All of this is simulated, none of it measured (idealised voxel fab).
Presented below is a process module, voxel released beams.
This is section cut - it's 225 nm across, gridded in 5 nm square cells.
Just so we're on the same page, the cross-sections are grids of square cells, and they're listed out in bands top to bottom, each band one or more rows deep.
The band entry comprises the height of the band's top followed by the height of its bottom, expressed in nm, and subsequently the band's materials from left to right, each stated together with its width in nm. Where a single material is marked with the word "full width", that material fills the band from edge to edge. The word "blank" represents empty space.
Heads up on the height convention: 0 is the point under which the incoming wafer is all one material, and the lowest band has no bottom, it just keeps going down, like "from 0 down".
The two numbers in a width such as "30->40" mark its ends across the band: the first belongs to the top row of cells, the second to the bottom row, and from each row to the next the width moves by the same amount.
Where a step carries "nothing altered", the cross-section came out of it unchanged, cell for cell.
Look at "Trapped cavities" for the closed voids: empty spaces with no open path to the top, sized 8 cells or up. Each is width x height at distance, distance from the left edge, all nm.
after a step's settings: what the simulator itself notes on the step
Each step line may optionally specify "overlay nm", which for a step with a mask gives the rightward distance between the mask's planned place and where it lay, a negative value indicating the leftward direction.
### These are the steps we planned for the process
- 1: op RECEIVE | material Si
- 2: op CONFORMAL_DEP | material Al2O3 | thk nm 5
- 3: op DIRECTIONAL_DEP | material SiO2 | thk nm 20
- 4: op MASKED_ETCH | tone open | mask id ANCHOR | width nm 40 | etch materials SiO2 | depth nm 20 | overlay nm 0
- 5: op CONFORMAL_DEP | material SiN | thk nm 15
- 6: op MASKED_ETCH | tone cover | mask id BEAM | width nm 120 | etch materials SiN | depth nm 15 | overlay nm 0
- 7: op STRIP | etch materials SiO2
### First wafer out of two, processed as planned
### Cross-section of the wafer at receipt, which is the condition after step 1
from 0 down = Si full width
Trapped cavities: none
### Sectional view: wafer, after step 2
from 5 to 0 = Al2O3 full width
Lower than 0, everything is as it was.
### Sectional view: wafer, after step 3
from 25 to 5 = SiO2 full width
Lower than 5, everything is as it was.
### Sectional view: wafer, after step 4
from 25 to 5 = 55 of SiO2 / 40 of blank / 130 of SiO2
Lower than 5, everything is as it was.
### Sectional view: wafer, after step 5
from 40 to 25 = 70 of SiN / 10 of blank / 145 of SiN
from 25 to 20 = 55 of SiO2 / 15 of SiN / 10 of blank / 15 of SiN / 130 of SiO2
from 20 to 5 = 55 of SiO2 / 40 of SiN / 130 of SiO2
Lower than 5, everything is as it was.
### Sectional view: wafer, after step 6
from 40 to 25 = 50 of blank / 20 of SiN / 10 of blank / 90 of SiN / 55 of blank
Lower than 25, everything is as it was.
### Sectional view: wafer, after step 7
from 40 to 25 = 50 of blank / 20 of SiN / 10 of blank / 90 of SiN / 55 of blank
from 25 to 20 = 55 of blank / 15 of SiN / 10 of blank / 15 of SiN / 130 of blank
from 20 to 5 = 55 of blank / 40 of SiN / 130 of blank
Lower than 5, everything is as it was.
### Here the second wafer is described. Its start and its plan were those of the first wafer. Its run contained one mistake. Up to and including step 4, it did exactly what the first wafer did
### Cross-section of the second wafer at the time by which step 5 should have been completed according to the plan
from 55 to 25 = SiN full width
from 25 to 5 = 55 of SiO2 / 40 of SiN / 130 of SiO2
Lower than 5, everything is as it was.
### Cross-section of the second wafer at the time by which step 6 should have been completed according to the plan
from 55 to 40 = 50 of blank / 120 of SiN / 55 of blank
Lower than 40, everything is as it was.
Cross-section of the second wafer at the time by which step 7 should have been completed according to the plan: nothing altered
Here's what went sideways: the plan had its step 5 run twice
Materials where the second wafer ends with more or fewer cells than the first: SiN +143; SiO2 +148
